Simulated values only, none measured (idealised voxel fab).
process module | voxel tone inversion
cross-section cut | 160 nm wide | cells 5 nm
A cross-section is a grid of square cells, given in bands from the top down. A band is one or more rows of cells.
Each band's line starts with the height of the band's top and of its bottom, in nm. Then come its materials from left to right, each with its width in nm. One material with "throughout" fills the band from edge to edge. "air" is empty space.
Height 0 is the level under which the wafer as received is all one material. The lowest band goes on downwards, as in "0 down".
A width such as "30 to 40" changes by the same amount from each row of cells to the next, from the band's top row to its bottom row.
"no change" after a step means that no cell of the cross-section changed.
closed voids: empty space of 8 cells or more with no open way to the top, each as width x height at its distance from the left edge, in nm
after a step's settings: what the simulator itself notes on the step
overlay nm, on a step with a mask: how far to the right of its planned place the mask lay; to the left if negative
plan
1 op RECEIVE | material Si
2 op CONFORMAL_DEP | material SiN | thk nm 10
3 op DIRECTIONAL_DEP | material aC | thk nm 15
4 op PATTERN | tone cover | mask id POSTS | material resist | width nm 20 | pitch nm 50 | thk nm 20 | overlay nm 0
5 op DIRECTIONAL_ETCH | etch materials aC | depth nm 15
6 op STRIP | etch materials resist
7 op FILL_DEP | material SiO2 | thk nm 5
8 op CMP | height nm 25
9 op STRIP | etch materials aC
as received, after step 1
  0 down: Si throughout
  closed voids: none
a wafer at the end: this start, this plan, one mistake
  25 to 0: SiN throughout
  0 down: Si throughout
  closed voids: none
what went wrong: step 3 ran as: op DIRECTIONAL_DEP | material SiN | thk nm 15
